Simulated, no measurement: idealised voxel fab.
process module | voxel ribs on slabs
cross-section cut | 255 nm wide | cells 5 nm
A cross-section is a grid of square cells, given in bands from the top down. A band is one or more rows of cells.
Each band's line starts with the height of the band's top and of its bottom, in nm. Then come its materials from left to right, each with its width in nm. One material with "throughout" fills the band from edge to edge. "air" is empty space.
Height 0 is the level under which the wafer as received is all one material. The lowest band goes on downwards, as in "0 down".
A width such as "30 to 40" changes by the same amount from each row of cells to the next, from the band's top row to its bottom row.
"no change" after a step means that no cell of the cross-section changed.
closed voids: empty space of 8 cells or more with no open way to the top, each as width x height at its distance from the left edge, in nm
after a step's settings: what the simulator itself notes on the step
overlay nm, on a step with a mask: how far to the right of its planned place the mask lay; to the left if negative
plan
1 op RECEIVE | material Si
2 op DIRECTIONAL_DEP | material SiO2 | thk nm 30
3 op DIRECTIONAL_DEP | material polySi | thk nm 15
4 op MASKED_ETCH | tone cover | mask id RIB | width nm 20 | etch materials polySi | depth nm 10 | overlay nm 0
5 op DIRECTIONAL_DEP | material aC | thk nm 10
6 op PATTERN | tone cover | mask id SLAB | material resist | width nm 80 | thk nm 25 | overlay nm -15
7 op DIRECTIONAL_ETCH | etch materials aC | depth nm 10
8 op STRIP | etch materials resist
9 op DIRECTIONAL_ETCH | etch materials polySi | depth nm 5
10 op STRIP | etch materials aC
11 op FILL_DEP | material SiO2 | thk nm 20
12 op CMP | height nm 60
13 op DIRECTIONAL_DEP | material W | thk nm 10
14 op DIRECTIONAL_DEP | material aC | thk nm 15
15 op PATTERN | tone cover | mask id HEATER | material resist | width nm 30 | thk nm 30 | overlay nm 0
16 op DIRECTIONAL_ETCH | etch materials aC | depth nm 15
17 op STRIP | etch materials resist
18 op DIRECTIONAL_ETCH | etch materials W | depth nm 10
19 op STRIP | etch materials aC
20 op CONFORMAL_DEP | material SiO2 | thk nm 10
varied across the wafers: overlay nm of step 6. The plan shows the first wafer's value. All wafers start alike
first wafer as received, after step 1
  0 down: Si throughout
  closed voids: none
each wafer at the end: cells of each material gained (+) or lost (-) since it was received, then its closed voids
overlay nm -15 | +698 SiO2 | +12 W | +24 polySi | closed voids: none
overlay nm -10 | +698 SiO2 | +12 W | +24 polySi | closed voids: none
overlay nm -5 | +698 SiO2 | +12 W | +24 polySi | closed voids: none
overlay nm 0 | +698 SiO2 | +12 W | +24 polySi | closed voids: none
overlay nm 5 | +698 SiO2 | +12 W | +24 polySi | closed voids: none
overlay nm 10 | +698 SiO2 | +12 W | +24 polySi | closed voids: none
overlay nm 15 | +698 SiO2 | +12 W | +24 polySi | closed voids: none
